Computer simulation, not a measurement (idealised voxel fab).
process module | voxel trench capacitor
cross-section cut | 250 nm wide | cells 5 nm
A cross-section is a grid of square cells, given in bands from the top down. A band is one or more rows of cells.
Each band's line starts with the height of the band's top and of its bottom, in nm. Then come its materials from left to right, each with its width in nm. One material with "throughout" fills the band from edge to edge. "air" is empty space.
Height 0 is the level under which the wafer as received is all one material. The lowest band goes on downwards, as in "0 down".
A width such as "30 to 40" changes by the same amount from each row of cells to the next, from the band's top row to its bottom row.
"no change" after a step means that no cell of the cross-section changed.
closed voids: empty space of 8 cells or more with no open way to the top, each as width x height at its distance from the left edge, in nm
after a step's settings: what the simulator itself notes on the step
overlay nm, on a step with a mask: how far to the right of its planned place the mask lay; to the left if negative
plan
1 op RECEIVE | material Si
2 op CONFORMAL_DEP | material SiN | thk nm 10
3 op DIRECTIONAL_DEP | material aC | thk nm 15
4 op PATTERN | tone open | mask id TRENCH | material resist | width nm 25 | pitch nm 50 | thk nm 35 | overlay nm 0
5 op DIRECTIONAL_ETCH | etch materials aC | depth nm 15
6 op STRIP | etch materials resist
7 op DIRECTIONAL_ETCH | etch materials SiN | depth nm 10
8 op DIRECTIONAL_ETCH | etch materials Si | depth nm 25
9 op STRIP | etch materials aC
10 op CONFORMAL_DEP | material SiO2 | thk nm 5
11 op FILL_DEP | material polySi | thk nm 5
12 op CMP | height nm 10
as received, after step 1
  0 down: Si throughout
  closed voids: none
a wafer at the end: this start, this plan, one mistake
  10 to 0: SiN 85 | SiO2 5 | SiN 15 | SiO2 5 | SiN 25 | SiO2 5 | SiN 15 | SiO2 5 | SiN 90
  0 to -20: Si 85 | SiO2 5 | SiN 15 | SiO2 5 | Si 25 | SiO2 5 | SiN 15 | SiO2 5 | Si 90
  -20 to -25: Si 85 | SiO2 25 | Si 25 | SiO2 25 | Si 90
  -25 down: Si throughout
  closed voids: none
what went wrong: step 11 ran as: op FILL_DEP | material SiN | thk nm 5
